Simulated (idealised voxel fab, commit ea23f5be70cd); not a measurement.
Process module under the name voxel wiring stack
Square cells of 5 nm make up the cross-section cut, whose width is 185 nm.
Cross-section spec: square-cell grid; bands listed top down; each band is one or more rows.
Each band's line starts with the height of the band's top and of its bottom, in nm. Then come its materials from left to right, each with its width in nm. One material with "edge to edge" fills the band from edge to edge. "air" is empty space.
For the purposes of this specification, 0 denotes the height below which the wafer in its as-received condition is composed wholly of one material, and the lowermost band, lacking a lower limit, extends downward without end, as expressed in "top 0, no bottom".
Graded width ("30->40"): value in top row of band = first number; value in bottom row = second number; row-to-row change constant.
It should be understood that the words "everything unchanged", when stated for a given step, signify that the cross-section underwent no change in any of its cells during that step.
"Sealed-off cavities" contains a list of empty spaces, each no smaller than 8 cells and without an open way to the top, written in the form width x height at distance with the distance from the left edge and all three in nm.
On a step's line, text after the settings is the simulator commenting on that step.
Regarding "overlay nm": on a step with a mask, it is the distance the mask lay to the right of its planned place; a negative value places it to the left.

PROCESS STEPS FORESEEN IN THE PLAN
1,RECEIVE,material Si
2,CONFORMAL_DEP,material SiO2,thk nm 10
3,DIRECTIONAL_DEP,material TiN,thk nm 5
4,DIRECTIONAL_DEP,material Ru,thk nm 25
5,MASKED_ETCH,tone cover,mask id METAL_1,width nm 20,pitch nm 45,etch materials Ru,depth nm 25,overlay nm 0
6,MASKED_ETCH,tone cover,mask id METAL_1,width nm 20,pitch nm 45,etch materials TiN,depth nm 5,overlay nm 0
7,CONFORMAL_DEP,material SiCN,thk nm 5
8,FILL_DEP,material SiO2,thk nm 10
9,CMP,height nm 40
10,CONFORMAL_DEP,material SiCN,thk nm 5
11,DIRECTIONAL_DEP,material SiO2,thk nm 15
12,MASKED_ETCH,tone open,mask id PLUG_1,width nm 15,pitch nm 45,etch materials SiO2,depth nm 15,overlay nm 0
13,MASKED_ETCH,tone open,mask id PLUG_1,width nm 15,pitch nm 45,etch materials SiCN,depth nm 5,overlay nm 0
14,EPI,material Ru,thk nm 10
15,EPI,material Ru,thk nm 10
16,DIRECTIONAL_DEP,material TiN,thk nm 5
17,DIRECTIONAL_DEP,material Ru,thk nm 20
18,DIRECTIONAL_DEP,material aC,thk nm 15
19,PATTERN,tone cover,mask id METAL_2,material resist,width nm 20,pitch nm 45,thk nm 30,overlay nm 0
20,DIRECTIONAL_ETCH,etch materials aC,depth nm 15
21,STRIP,etch materials resist
22,DIRECTIONAL_ETCH,etch materials Ru,depth nm 20
23,DIRECTIONAL_ETCH,etch materials TiN,depth nm 5
24,STRIP,etch materials aC
25,FILL_DEP,material lowk,thk nm 5
26,CMP,height nm 85
27,CONFORMAL_DEP,material SiCN,thk nm 5

CROSS-SECTION, INCOMING MATERIAL, AFTER STEP 1
	top 0, no bottom  Si edge to edge
	Sealed-off cavities: none

END-OF-MODULE CROSS-SECTION OF THE FIRST OF TWO WAFERS, PROCESSED AS PLANNED
	top 90, bottom 85  SiCN edge to edge
	top 85, bottom 65  lowk 35; Ru 20; lowk 25; Ru 20; lowk 25; Ru 20; lowk 40
	top 65, bottom 60  lowk 35; TiN 20; lowk 25; TiN 20; lowk 25; TiN 20; lowk 40
	top 60, bottom 45  SiO2 35; Ru 15; SiO2 30; Ru 15; SiO2 30; Ru 15; SiO2 45
	top 45, bottom 40  SiCN 35; Ru 15; SiCN 30; Ru 15; SiCN 30; Ru 15; SiCN 45
	top 40, bottom 15  SiO2 30; SiCN 5; Ru 20; SiCN 5; SiO2 15; SiCN 5; Ru 20; SiCN 5; SiO2 15; SiCN 5; Ru 20; SiCN 5; SiO2 35
	top 15, bottom 10  SiCN 35; TiN 20; SiCN 25; TiN 20; SiCN 25; TiN 20; SiCN 40
	top 10, bottom 0  SiO2 edge to edge
	top 0, no bottom  Si edge to edge
	Sealed-off cavities: none

CROSS-SECTION, WAFER TWO OF TWO, END OF MODULE: SAME START AND PLAN AS WAFER ONE, ONE ERROR IN EXECUTION
	top 90, bottom 85  SiCN edge to edge
	top 85, bottom 65  lowk 35; Ru 20; lowk 25; Ru 20; lowk 25; Ru 20; lowk 40
	top 65, bottom 60  lowk 35; TiN 20; lowk 25; TiN 20; lowk 25; TiN 20; lowk 40
	top 60, bottom 45  SiO2 35; Ru 15; SiO2 30; Ru 15; SiO2 30; Ru 15; SiO2 45
	top 45, bottom 40  SiCN 35; Ru 15; SiCN 30; Ru 15; SiCN 30; Ru 15; SiCN 45
	top 40, bottom 20  SiO2 30; SiCN 5; Ru 20; SiCN 5; SiO2 15; SiCN 5; Ru 20; SiCN 5; SiO2 15; SiCN 5; Ru 20; SiCN 5; SiO2 35
	top 20, bottom 15  SiCN 35; TiN 20; SiCN 25; TiN 20; SiCN 25; TiN 20; SiCN 40
	top 15, bottom 0  SiO2 edge to edge
	top 0, no bottom  Si edge to edge
	Sealed-off cavities: none
Misprocessing identified: step 2 changed vs plan, executed as CONFORMAL_DEP,material SiO2,thk nm 15
Final comparison by cell count, materials where the second wafer has more or fewer than the first: Ru -12 | SiCN -6 | SiO2 +18
